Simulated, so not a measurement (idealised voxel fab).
Proc. module: voxel transistor to metal
Square cell edge 5 nm, section width 150 nm, ID cut.
Throughout this document, each cross-section is represented as a grid of square cells and is presented as a sequence of bands enumerated from the top downward, where a band comprises one or more rows of cells.
Each band's line starts with the height of the band's top and of its bottom, in nm. Then come its materials from left to right, each with its width in nm. One material with "everywhere" fills the band from edge to edge. "empty" is empty space.
Heights are reckoned from 0. Under this level, the received wafer is all of one material. The bottommost band is open-ended downward, for example "0 nm and below".
Width spec "30->40" -> top row of cells at first value, bottom row at second value, equal per-row change in between.
"left unchanged" (step): cross-section cells unchanged, all of them.
Listed in "Catalogued sealed voids": every empty space of 8 or more cells without an open way to the top. Form: width x height at distance, the distance being from the left edge, all in nm.
The remark found on a step's line after its settings is issued by the simulator itself and pertains to that step.
"overlay nm" on a masked step: distance the mask lay right of its planned place, negative for left.

So here's the lineup of process steps we planned:
1. RECEIVE: material Si
2. CONFORMAL_DEP: material SiO2, thk nm 5
3. CONFORMAL_DEP: material SiN, thk nm 10
4. PATTERN: tone cover, mask id ACTIVE, material resist, width nm 115, thk nm 15, overlay nm 0
5. DIRECTIONAL_ETCH: etch materials SiN, depth nm 10
6. DIRECTIONAL_ETCH: etch materials SiO2, depth nm 5
7. DIRECTIONAL_ETCH: etch materials Si, depth nm 20
8. STRIP: etch materials resist
9. FILL_DEP: material SiO2, thk nm 15
10. CMP: height nm 15
11. SELECTIVE_ETCH: etch materials SiO2, depth nm 10
12. STRIP: etch materials SiN
13. SELECTIVE_ETCH: etch materials SiO2, depth nm 5
14. OXIDIZE: depth nm 5
15. DIRECTIONAL_DEP: material polySi, thk nm 20
16. DIRECTIONAL_DEP: material SiCN, thk nm 10
17. DIRECTIONAL_DEP: material aC, thk nm 10
18. PATTERN: tone cover, mask id GATE, material resist, width nm 35, thk nm 30, overlay nm 0
19. DIRECTIONAL_ETCH: etch materials aC, depth nm 10
20. STRIP: etch materials resist
21. DIRECTIONAL_ETCH: etch materials SiCN, depth nm 20
22. DIRECTIONAL_ETCH: etch materials polySi, depth nm 30
23. STRIP: etch materials aC
24. CONFORMAL_DEP: material SiN, thk nm 5
25. DIRECTIONAL_ETCH: etch materials SiN, depth nm 5
26. DIRECTIONAL_ETCH: etch materials SiO2, depth nm 5
27. DIRECTIONAL_ETCH: etch materials Si, depth nm 5
28. EPI: material SiGe, thk nm 10
29. FILL_DEP: material SiO2, thk nm 10
30. CMP: height nm 20
31. STRIP: etch materials polySi
32. SELECTIVE_ETCH: etch materials SiO2, depth nm 5
33. CONFORMAL_DEP: material HfO2, thk nm 5
34. CONFORMAL_DEP: material TiN, thk nm 5
35. FILL_DEP: material W, thk nm 5
36. CMP: height nm 15
37. DIRECTIONAL_DEP: material SiO2, thk nm 10
38. PATTERN: tone open, mask id CONTACT, material resist, width nm 15, pitch nm 90, thk nm 20, overlay nm 0
39. DIRECTIONAL_ETCH: etch materials SiO2, depth nm 25
40. STRIP: etch materials resist
41. CONFORMAL_DEP: material TiN, thk nm 5
42. FILL_DEP: material W, thk nm 5
43. CMP: height nm 25
44. CONFORMAL_DEP: material SiCN, thk nm 5
45. DIRECTIONAL_DEP: material lowk, thk nm 20
46. PATTERN: tone open, mask id METAL_1, material resist, width nm 15, pitch nm 90, thk nm 15, overlay nm 0
47. DIRECTIONAL_ETCH: etch materials lowk, depth nm 20
48. DIRECTIONAL_ETCH: etch materials SiCN, depth nm 5
49. STRIP: etch materials resist
50. CONFORMAL_DEP: material TiN, thk nm 5
51. FILL_DEP: material Ru, thk nm 5
52. CMP: height nm 50
53. EPI: material Ru, thk nm 5
54. FILL_DEP: material SiCN, thk nm 5
Among the wafers covered here, the point of difference is the depth nm at step 13; their starting state is shared, and the plan presents the value of the first wafer.

Cross-section of the first incoming wafer of several, state after step 1:
    0 nm and below = Si everywhere
    Catalogued sealed voids: none

Below: a row per wafer. Contents at end of module: for every material, cells gained since receipt (+) or lost since receipt (-); then closed voids:
depth nm 5, +15 HfO2, +18 Ru, -65 Si, +74 SiCN, +34 SiGe, +6 SiN, +115 SiO2, +53 TiN, +14 W, +96 lowk, Catalogued sealed voids: none
depth nm 10, +15 HfO2, +18 Ru, -65 Si, +74 SiCN, +30 SiGe, +8 SiN, +117 SiO2, +53 TiN, +14 W, +96 lowk, Catalogued sealed voids: none
depth nm 15, +15 HfO2, +18 Ru, -67 Si, +74 SiCN, +30 SiGe, +10 SiN, +117 SiO2, +53 TiN, +14 W, +96 lowk, Catalogued sealed voids: none
depth nm 20, +15 HfO2, +18 Ru, -74 Si, +74 SiCN, +44 SiGe, +12 SiN, +108 SiO2, +53 TiN, +14 W, +96 lowk, Catalogued sealed voids: none
